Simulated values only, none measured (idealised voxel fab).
This section sets out a process module, namely voxel wiring stack.
In the cross-section labelled cut, the width is 285 nm and each square cell is 5 nm.
A cross-section is a grid of square cells, given in bands from the top down. A band is one or more rows of cells.
Band: top height; bottom height; in nm. Then, left to right: material with width in nm, for each material. "full width": a single material spanning edge to edge. "empty": empty space.
Heights are measured from 0, the level below which the as-received wafer is all one material; the lowest band has no bottom and continues downward, written as in "0 -> down".
When a width is written as two numbers, as in "30 to 40", the first number is the width in the top row of cells of the band and the second is the width in its bottom row, and the width changes by the same amount from each row to the next.
For the purposes of this document, the phrase "remained unchanged" attached to a step denotes that no cell within the cross-section was modified by that step.
The entry "Fully sealed voids" lists the empty spaces that cover at least 8 cells and have no open path to the top. Each is written as width x height at distance, where the distance is measured from the left edge and all three values are in nm.
If you see something after the settings on a step's line, that's the simulator's own remark about that step.
A step line may carry the setting "overlay nm", which, for steps involving a mask, states the distance by which the mask lay to the right of its intended position; negative values denote displacement to the left.

**This section lists the process steps that were planned**
- 1: RECEIVE: material Si
- 2: CONFORMAL_DEP: material SiO2, thk nm 15
- 3: CONFORMAL_DEP: material SiCN, thk nm 5
- 4: DIRECTIONAL_DEP: material SiO2, thk nm 25
- 5: MASKED_ETCH: tone open, mask id METAL_1, width nm 25, pitch nm 40, etch materials SiO2, depth nm 25, overlay nm 0
- 6: MASKED_ETCH: tone open, mask id METAL_1, width nm 25, pitch nm 40, etch materials SiCN, depth nm 5, overlay nm 0
- 7: CONFORMAL_DEP: material TiN, thk nm 5
- 8: FILL_DEP: material Ru, thk nm 10
- 9: CMP: height nm 45
- 10: EPI: material Ru, thk nm 5
- 11: FILL_DEP: material SiCN, thk nm 5
- 12: DIRECTIONAL_DEP: material lowk, thk nm 35
- 13: MASKED_ETCH: tone open, mask id METAL_2, width nm 25, pitch nm 40, etch materials lowk, depth nm 20, overlay nm 0
- 14: MASKED_ETCH: tone open, mask id METAL_2_HOLES, width nm 15, pitch nm 80, etch materials lowk, depth nm 15, overlay nm 0
- 15: MASKED_ETCH: tone open, mask id METAL_2_HOLES, width nm 15, pitch nm 80, etch materials SiCN, depth nm 5, overlay nm 0
- 16: CONFORMAL_DEP: material TiN, thk nm 5
- 17: FILL_DEP: material Cu, thk nm 5
- 18: CMP: height nm 90
- 19: CONFORMAL_DEP: material SiCN, thk nm 5
- 20: DIRECTIONAL_DEP: material SiO2, thk nm 10
- 21: DIRECTIONAL_DEP: material aC, thk nm 15
- 22: PATTERN: tone open, mask id PLUG_2, material resist, width nm 15, pitch nm 40, thk nm 35, overlay nm 0
- 23: DIRECTIONAL_ETCH: etch materials aC, depth nm 15
- 24: STRIP: etch materials resist
- 25: DIRECTIONAL_ETCH: etch materials SiO2, depth nm 10
- 26: DIRECTIONAL_ETCH: etch materials SiCN, depth nm 5
- 27: STRIP: etch materials aC
- 28: EPI: material Ru, thk nm 10
- 29: EPI: material Ru, thk nm 5
- 30: CONFORMAL_DEP: material SiN, thk nm 5
- 31: DIRECTIONAL_DEP: material lowk, thk nm 20
- 32: DIRECTIONAL_DEP: material aC, thk nm 10
- 33: PATTERN: tone open, mask id METAL_3, material resist, width nm 25, pitch nm 40, thk nm 30, overlay nm 0
- 34: DIRECTIONAL_ETCH: etch materials aC, depth nm 10
- 35: STRIP: etch materials resist
- 36: DIRECTIONAL_ETCH: etch materials lowk, depth nm 20
- 37: DIRECTIONAL_ETCH: etch materials SiN, depth nm 5
- 38: STRIP: etch materials aC
- 39: CONFORMAL_DEP: material TiN, thk nm 5
- 40: FILL_DEP: material W, thk nm 10
- 41: CMP: height nm 130
- 42: CONFORMAL_DEP: material SiCN, thk nm 5
- 43: DIRECTIONAL_DEP: material lowk, thk nm 15
- 44: DIRECTIONAL_DEP: material aC, thk nm 15
- 45: PATTERN: tone open, mask id PLUG_3, material resist, width nm 15, pitch nm 80, thk nm 35, overlay nm 0
- 46: DIRECTIONAL_ETCH: etch materials aC, depth nm 15
- 47: STRIP: etch materials resist
- 48: DIRECTIONAL_ETCH: etch materials lowk, depth nm 15
- 49: DIRECTIONAL_ETCH: etch materials SiCN, depth nm 5
- 50: STRIP: etch materials aC
- 51: EPI: material Ru, thk nm 10
- 52: EPI: material Ru, thk nm 10
- 53: DIRECTIONAL_DEP: material TiN, thk nm 5
- 54: DIRECTIONAL_DEP: material Ru, thk nm 15
- 55: MASKED_ETCH: tone cover, mask id METAL_4, width nm 25, pitch nm 40, etch materials Ru, depth nm 15, overlay nm 0
- 56: MASKED_ETCH: tone cover, mask id METAL_4, width nm 25, pitch nm 40, etch materials TiN, depth nm 5, overlay nm 0
- 57: CONFORMAL_DEP: material SiCN, thk nm 5
- 58: FILL_DEP: material lowk, thk nm 10
- 59: CMP: height nm 170
- 60: CONFORMAL_DEP: material SiCN, thk nm 5

**Delivered wafer in cross-section: state after step 1**
> 0 -> down | Si full width
> Fully sealed voids: none

**Cross-section: first of two wafers, module finished, run according to plan**
> 175 -> 170 | SiCN full width
> 170 -> 155 | 65 of lowk, then 5 of SiCN, then 25 of Ru, then 5 of SiCN, then 5 of lowk, then 5 of SiCN, then 25 of Ru, then 5 of SiCN, then 5 of lowk, then 5 of SiCN, then 25 of Ru, then 5 of SiCN, then 5 of lowk, then 5 of SiCN, then 25 of Ru, then 5 of SiCN, then 65 of lowk
> 155 -> 150 | 70 of SiCN, then 25 of TiN, then 15 of SiCN, then 25 of TiN, then 15 of SiCN, then 25 of TiN, then 15 of SiCN, then 25 of TiN, then 70 of SiCN
> 150 -> 135 | 70 of lowk, then 15 of Ru, then 65 of lowk, then 15 of Ru, then 120 of lowk
> 135 -> 130 | 70 of SiCN, then 15 of Ru, then 65 of SiCN, then 15 of Ru, then 120 of SiCN
> 130 -> 110 | 70 of lowk, then 5 of TiN, then 15 of W, then 5 of TiN, then 15 of lowk, then 5 of TiN, then 15 of W, then 5 of TiN, then 15 of lowk, then 5 of TiN, then 15 of W, then 5 of TiN, then 15 of lowk, then 5 of TiN, then 15 of W, then 5 of TiN, then 70 of lowk
> 110 -> 105 | 70 of SiN, then 25 of TiN, then 15 of SiN, then 25 of TiN, then 15 of SiN, then 25 of TiN, then 15 of SiN, then 25 of TiN, then 70 of SiN
> 105 -> 95 | 70 of SiO2, then 15 of Ru, then 25 of SiO2, then 15 of Ru, then 25 of SiO2, then 15 of Ru, then 25 of SiO2, then 15 of Ru, then 80 of SiO2
> 95 -> 90 | 70 of SiCN, then 15 of Ru, then 25 of SiCN, then 15 of Ru, then 25 of SiCN, then 15 of Ru, then 25 of SiCN, then 15 of Ru, then 80 of SiCN
> 90 -> 75 | 70 of lowk, then 5 of TiN, then 15 of Cu, then 5 of TiN, then 15 of lowk, then 5 of TiN, then 15 of Cu, then 5 of TiN, then 15 of lowk, then 5 of TiN, then 15 of Cu, then 5 of TiN, then 15 of lowk, then 5 of TiN, then 15 of Cu, then 5 of TiN, then 70 of lowk
> 75 -> 70 | 70 of lowk, then 5 of TiN, then 5 of Cu, then 15 of TiN, then 15 of lowk, then 25 of TiN, then 15 of lowk, then 5 of TiN, then 5 of Cu, then 15 of TiN, then 15 of lowk, then 25 of TiN, then 70 of lowk
> 70 -> 55 | 70 of lowk, then 5 of TiN, then 5 of Cu, then 5 of TiN, then 65 of lowk, then 5 of TiN, then 5 of Cu, then 5 of TiN, then 120 of lowk
> 55 -> 50 | 70 of SiCN, then 15 of TiN, then 65 of SiCN, then 15 of TiN, then 120 of SiCN
> 50 -> 45 | 65 of SiCN, then 35 of Ru, then 5 of SiCN, then 35 of Ru, then 5 of SiCN, then 35 of Ru, then 5 of SiCN, then 35 of Ru, then 65 of SiCN
> 45 -> 20 | 70 of SiO2, then 5 of TiN, then 15 of Ru, then 5 of TiN, then 15 of SiO2, then 5 of TiN, then 15 of Ru, then 5 of TiN, then 15 of SiO2, then 5 of TiN, then 15 of Ru, then 5 of TiN, then 15 of SiO2, then 5 of TiN, then 15 of Ru, then 5 of TiN, then 70 of SiO2
> 20 -> 15 | 70 of SiCN, then 25 of TiN, then 15 of SiCN, then 25 of TiN, then 15 of SiCN, then 25 of TiN, then 15 of SiCN, then 25 of TiN, then 70 of SiCN
> 15 -> 0 | SiO2 full width
> 0 -> down | Si full width
> Fully sealed voids: none

**End-of-module cross-section of the second wafer: identical starting point and process plan to the first, with one processing mistake**
> 175 -> 170 | SiCN full width
> 170 -> 155 | 65 of lowk, then 5 of SiCN, then 25 of Ru, then 5 of SiCN, then 5 of lowk, then 5 of SiCN, then 25 of Ru, then 5 of SiCN, then 5 of lowk, then 5 of SiCN, then 25 of Ru, then 5 of SiCN, then 5 of lowk, then 5 of SiCN, then 25 of Ru, then 5 of SiCN, then 65 of lowk
> 155 -> 150 | 70 of SiCN, then 25 of TiN, then 15 of SiCN, then 25 of TiN, then 15 of SiCN, then 25 of TiN, then 15 of SiCN, then 25 of TiN, then 70 of SiCN
> 150 -> 135 | 70 of lowk, then 15 of Ru, then 65 of lowk, then 15 of Ru, then 120 of lowk
> 135 -> 130 | 70 of SiCN, then 15 of Ru, then 65 of SiCN, then 15 of Ru, then 120 of SiCN
> 130 -> 110 | 70 of lowk, then 5 of TiN, then 15 of W, then 5 of TiN, then 15 of lowk, then 5 of TiN, then 15 of W, then 5 of TiN, then 15 of lowk, then 5 of TiN, then 15 of W, then 5 of TiN, then 15 of lowk, then 5 of TiN, then 15 of W, then 5 of TiN, then 70 of lowk
> 110 -> 105 | 70 of SiN, then 25 of TiN, then 15 of SiN, then 25 of TiN, then 15 of SiN, then 25 of TiN, then 15 of SiN, then 25 of TiN, then 70 of SiN
> 105 -> 95 | 70 of SiO2, then 5 of SiN, then 5 of TiN, then 5 of SiN, then 25 of SiO2, then 5 of SiN, then 5 of TiN, then 5 of SiN, then 25 of SiO2, then 5 of SiN, then 5 of TiN, then 5 of SiN, then 25 of SiO2, then 5 of SiN, then 5 of TiN, then 5 of SiN, then 80 of SiO2
> 95 -> 90 | 70 of SiCN, then 5 of SiN, then 5 of TiN, then 5 of SiN, then 25 of SiCN, then 5 of SiN, then 5 of TiN, then 5 of SiN, then 25 of SiCN, then 5 of SiN, then 5 of TiN, then 5 of SiN, then 25 of SiCN, then 5 of SiN, then 5 of TiN, then 5 of SiN, then 80 of SiCN
> 90 -> 55 | lowk full width
> 55 -> 50 | SiCN full width
> 50 -> 45 | 65 of SiCN, then 35 of Ru, then 5 of SiCN, then 35 of Ru, then 5 of SiCN, then 35 of Ru, then 5 of SiCN, then 35 of Ru, then 65 of SiCN
> 45 -> 20 | 70 of SiO2, then 5 of TiN, then 15 of Ru, then 5 of TiN, then 15 of SiO2, then 5 of TiN, then 15 of Ru, then 5 of TiN, then 15 of SiO2, then 5 of TiN, then 15 of Ru, then 5 of TiN, then 15 of SiO2, then 5 of TiN, then 15 of Ru, then 5 of TiN, then 70 of SiO2
> 20 -> 15 | 70 of SiCN, then 25 of TiN, then 15 of SiCN, then 25 of TiN, then 15 of SiCN, then 25 of TiN, then 15 of SiCN, then 25 of TiN, then 70 of SiCN
> 15 -> 0 | SiO2 full width
> 0 -> down | Si full width
> Fully sealed voids: none
Where did the run depart from the plan? step 12 was run twice
at the end the second wafer has, in cells: Cu -44, Ru -36, SiCN +6, SiN +24, TiN -48, lowk +98
